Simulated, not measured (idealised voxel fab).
The name of this process module is voxel fin reveal.
In the cross-section labelled cut, the width is 155 nm and each square cell is 5 nm.
In this document a cross-section is written as a grid of square cells. It is given as a series of bands, listed from the top down, and a band is one or more rows of cells. Band: top and bottom heights (nm) first, top before bottom; then materials from left to right, widths in nm. "edge to edge" marks a sole material filling the band edge to edge. "blank" denotes empty space. Height is counted from the level 0, under which the received wafer is composed throughout of one material. The lowest of the bands is not closed at the bottom but continues downward, in the notation "0 -> down". Width: "30->40" (first number = top row, second number = bottom row, same change from row to row of cells). Where the words "no alteration" appear for a step, the cross-section shows no cell changed by that step; every cell remained as before. In the "Enclosed void catalog" entry, you get each enclosed empty space of 8 cells or more, one with no open way to the top, written width x height at distance, distance from the left edge, in nm. It should be noted that, on the line of a given step, the content following the step's settings is a remark produced by the simulator itself with respect to that step. overlay nm: how far to the right of its planned place the mask lay on this masked step (negative: to the left).
[Process steps - plan]
1,RECEIVE with material Si
2,CONFORMAL_DEP with material SiN, thk nm 5
3,DIRECTIONAL_DEP with material aC, thk nm 15
4,PATTERN with tone cover, mask id FINS, material resist, width nm 15, pitch nm 40, thk nm 35, overlay nm 0
5,DIRECTIONAL_ETCH with etch materials aC, depth nm 15
6,STRIP with etch materials resist
7,DIRECTIONAL_ETCH with etch materials SiN, depth nm 5
8,DIRECTIONAL_ETCH with etch materials Si, depth nm 35
9,STRIP with etch materials aC
10,FILL_DEP with material SiO2, thk nm 10
11,CMP with height nm 5
12,SELECTIVE_ETCH with etch materials SiO2, depth nm 15
13,STRIP with etch materials SiN
14,CONFORMAL_DEP with material SiO2, thk nm 5
[Cross-section of the wafer upon arrival, representing the state reached after step 1]
	0 -> down | Si edge to edge
	Enclosed void catalog: none
[The cross-section shown corresponds to the wafer at the conclusion of the module. The initial structure and the process plan are those presented above; however, one mistake occurred in executing the plan]
	5 -> 0 | blank=45, SiO2=25, blank=15, SiO2=25, blank=45
	0 -> -20 | blank=45, SiO2=5, Si=15, SiO2=5, blank=15, SiO2=5, Si=15, SiO2=5, blank=45
	-20 -> -35 | SiO2=50, Si=15, SiO2=25, Si=15, SiO2=50
	-35 -> down | Si edge to edge
	Enclosed void catalog: none
Deviation noted in wafer processing: the plan had its step 12 run twice
